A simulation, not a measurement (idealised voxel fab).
process module | voxel capacitor over wiring
cross-section cut | 235 nm wide | cells 5 nm
A cross-section is a grid of square cells, given in bands from the top down. A band is one or more rows of cells.
Each band's line starts with the height of the band's top and of its bottom, in nm. Then come its materials from left to right, each with its width in nm. One material with "throughout" fills the band from edge to edge. "air" is empty space.
Height 0 is the level under which the wafer as received is all one material. The lowest band goes on downwards, as in "0 down".
A width such as "30 to 40" changes by the same amount from each row of cells to the next, from the band's top row to its bottom row.
"no change" after a step means that no cell of the cross-section changed.
closed voids: empty space of 8 cells or more with no open way to the top, each as width x height at its distance from the left edge, in nm
after a step's settings: what the simulator itself notes on the step
overlay nm, on a step with a mask: how far to the right of its planned place the mask lay; to the left if negative
plan
1 op RECEIVE | material Si
2 op CONFORMAL_DEP | material SiO2 | thk nm 15
3 op DIRECTIONAL_DEP | material TiN | thk nm 5
4 op DIRECTIONAL_DEP | material W | thk nm 20
5 op DIRECTIONAL_DEP | material aC | thk nm 15
6 op PATTERN | tone cover | mask id METAL_1 | material resist | width nm 25 | pitch nm 85 | thk nm 35 | overlay nm 0
7 op DIRECTIONAL_ETCH | etch materials aC | depth nm 15
8 op STRIP | etch materials resist
9 op DIRECTIONAL_ETCH | etch materials W | depth nm 20
10 op DIRECTIONAL_ETCH | etch materials TiN | depth nm 5
11 op STRIP | etch materials aC
12 op FILL_DEP | material SiO2 | thk nm 10
13 op CMP | height nm 40
14 op CONFORMAL_DEP | material SiCN | thk nm 5
15 op DIRECTIONAL_DEP | material lowk | thk nm 15
16 op MASKED_ETCH | tone open | mask id PLUG_1 | width nm 15 | etch materials lowk | depth nm 15 | overlay nm 0
17 op MASKED_ETCH | tone open | mask id PLUG_1 | width nm 15 | etch materials SiCN | depth nm 5 | overlay nm 0
18 op CONFORMAL_DEP | material TiN | thk nm 5
19 op FILL_DEP | material Ru | thk nm 10
20 op CMP | height nm 60
21 op DIRECTIONAL_DEP | material TiN | thk nm 5
22 op DIRECTIONAL_DEP | material SiN | thk nm 5
23 op DIRECTIONAL_DEP | material TiN | thk nm 10
24 op DIRECTIONAL_DEP | material aC | thk nm 10
25 op PATTERN | tone cover | mask id UPPER_PLATE | material resist | width nm 65 | thk nm 25 | overlay nm 0
26 op DIRECTIONAL_ETCH | etch materials aC | depth nm 10
27 op STRIP | etch materials resist
28 op DIRECTIONAL_ETCH | etch materials TiN | depth nm 10
29 op DIRECTIONAL_ETCH | etch materials SiN | depth nm 5
30 op STRIP | etch materials aC
31 op DIRECTIONAL_DEP | material aC | thk nm 10
32 op PATTERN | tone cover | mask id LOWER_PLATE | material resist | width nm 75 | thk nm 30 | overlay nm 0
33 op DIRECTIONAL_ETCH | etch materials aC | depth nm 10
34 op STRIP | etch materials resist
35 op DIRECTIONAL_ETCH | etch materials TiN | depth nm 5
36 op STRIP | etch materials aC
37 op FILL_DEP | material SiO2 | thk nm 15
38 op CMP | height nm 90
39 op PATTERN | tone open | mask id PLUG_2 | material resist | width nm 15 | thk nm 20 | overlay nm 0
40 op DIRECTIONAL_ETCH | etch materials SiO2 | depth nm 10
41 op STRIP | etch materials resist
42 op CONFORMAL_DEP | material TiN | thk nm 5
43 op FILL_DEP | material Cu | thk nm 5
44 op CMP | height nm 90
45 op CONFORMAL_DEP | material SiN | thk nm 5
as received, after step 1
  0 down: Si throughout
  closed voids: none
first wafer at the end, as planned
  95 to 90: SiN throughout
  90 to 85: SiO2 80 | TiN 5 | Cu 5 | TiN 5 | SiO2 140
  85 to 80: SiO2 80 | TiN 15 | SiO2 140
  80 to 70: SiO2 70 | TiN 65 | SiO2 100
  70 to 65: SiO2 70 | SiN 65 | SiO2 100
  65 to 60: SiO2 65 | TiN 75 | SiO2 95
  60 to 45: lowk 70 | TiN 5 | Ru 5 | TiN 5 | lowk 150
  45 to 40: SiCN 70 | TiN 15 | SiCN 150
  40 to 20: SiO2 60 | W 25 | SiO2 60 | W 25 | SiO2 65
  20 to 15: SiO2 60 | TiN 25 | SiO2 60 | TiN 25 | SiO2 65
  15 to 0: SiO2 throughout
  0 down: Si throughout
  closed voids: none
second wafer at the end: like start, like plan, one mistake
  95 to 90: SiN throughout
  90 to 85: SiO2 80 | TiN 5 | Cu 5 | TiN 5 | SiO2 140
  85 to 80: SiO2 80 | TiN 15 | SiO2 140
  80 to 70: SiO2 70 | TiN 65 | SiO2 100
  70 to 65: SiO2 70 | SiN 65 | SiO2 100
  65 to 60: SiO2 65 | TiN 75 | SiO2 95
  60 to 50: lowk 70 | TiN 5 | Ru 5 | TiN 5 | lowk 150
  50 to 45: lowk 70 | TiN 15 | lowk 150
  45 to 40: TiN throughout
  40 to 20: SiO2 60 | W 25 | SiO2 60 | W 25 | SiO2 65
  20 to 15: SiO2 60 | TiN 25 | SiO2 60 | TiN 25 | SiO2 65
  15 to 0: SiO2 throughout
  0 down: Si throughout
  closed voids: none
what went wrong: step 14 ran as: op CONFORMAL_DEP | material TiN | thk nm 5
at the end the second wafer has, in cells: 1 fewer of Ru | 44 fewer of SiCN | 45 more of TiN
